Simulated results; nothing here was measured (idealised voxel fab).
The following process module bears the name voxel self aligned contacts.
In the cross-section labelled cut, the width is 225 nm and each square cell is 5 nm.
How to read a cross-section here: the picture is a grid of square cells, written as bands going from the top down, and any band can span one or more rows of cells.
The entry gives the band's vertical extent as a top height and a bottom height in nm, then its horizontal make-up as materials from left to right, each with a width in nm. "air" stands for empty space; a single material marked "throughout" fills the band edge to edge.
Height is counted from the level 0, under which the received wafer is composed throughout of one material. The lowest of the bands is not closed at the bottom but continues downward, in the notation "0..down".
When a width is written as two numbers, as in "30->40", the first number is the width in the top row of cells of the band and the second is the width in its bottom row, and the width changes by the same amount from each row to the next.
For the purposes of this document, the phrase "everything unchanged" attached to a step denotes that no cell within the cross-section was modified by that step.
Voids not open to the top, 8 cells minimum: see "Cavities, sealed". Written width x height at distance; distance is from the left edge; nm.
Past the settings on a step's line: simulator remark, on that step.
overlay nm: how far to the right of its planned place the mask lay on this masked step (negative: to the left).
The following list gives the planned process steps:
1. RECEIVE with material Si
2. CONFORMAL_DEP with material SiO2, thk nm 5
3. DIRECTIONAL_DEP with material polySi, thk nm 20
4. DIRECTIONAL_DEP with material SiN, thk nm 20
5. DIRECTIONAL_DEP with material aC, thk nm 15
6. PATTERN with tone cover, mask id GATE, material resist, width nm 35, pitch nm 75, thk nm 35, overlay nm 0
7. DIRECTIONAL_ETCH with etch materials aC, depth nm 15
8. STRIP with etch materials resist
9. DIRECTIONAL_ETCH with etch materials SiN, depth nm 20
10. DIRECTIONAL_ETCH with etch materials polySi, depth nm 20
11. STRIP with etch materials aC
12. CONFORMAL_DEP with material SiN, thk nm 10
13. DIRECTIONAL_ETCH with etch materials SiN, depth nm 10
14. FILL_DEP with material SiO2, thk nm 15
15. CMP with height nm 55
16. PATTERN with tone open, mask id CONTACT, material resist, width nm 50, thk nm 20, overlay nm 0
17. DIRECTIONAL_ETCH with etch materials SiO2, depth nm 55
18. STRIP with etch materials resist
19. CONFORMAL_DEP with material TiN, thk nm 5
20. FILL_DEP with material W, thk nm 10
21. CMP with height nm 55
22. CONFORMAL_DEP with material SiCN, thk nm 5
Received-state cross-section, reflecting completion of step 1:
- 0..down = Si throughout
- Cavities, sealed: none
First of two wafers: cross-section at end of module, run per plan:
- 60..55 = SiCN throughout
- 55..45 = SiO2 (85) | TiN (5->20) | W (40->10) | TiN (5->20) | SiO2 (90)
- 45..25 = SiO2 (45) | SiN (55) | TiN (5) | W (10) | TiN (5) | SiN (55) | SiO2 (50)
- 25..5 = SiO2 (45) | SiN (10) | polySi (35) | SiN (10) | TiN (5) | W (10) | TiN (5) | SiN (10) | polySi (35) | SiN (10) | SiO2 (50)
- 5..0 = SiO2 (100) | TiN (20) | SiO2 (105)
- 0..down = Si throughout
- Cavities, sealed: none
Wafer two, sectioned after the module: the first wafer's start, the first wafer's plan, and one mistake in how it was run:
- 75..70 = SiCN throughout
- 70..60 = W throughout
- 60..55 = TiN (90) | W (40) | TiN (95)
- 55..45 = SiO2 (85) | TiN (5->20) | W (40->10) | TiN (5->20) | SiO2 (90)
- 45..25 = SiO2 (45) | SiN (55) | TiN (5) | W (10) | TiN (5) | SiN (55) | SiO2 (50)
- 25..5 = SiO2 (45) | SiN (10) | polySi (35) | SiN (10) | TiN (5) | W (10) | TiN (5) | SiN (10) | polySi (35) | SiN (10) | SiO2 (50)
- 5..0 = SiO2 (100) | TiN (20) | SiO2 (105)
- 0..down = Si throughout
- Cavities, sealed: none
So what did we get wrong on this run? step 21 of the plan did not run at all; it was left out
Cell-count delta at end, second wafer over first, by material: TiN +37, W +98
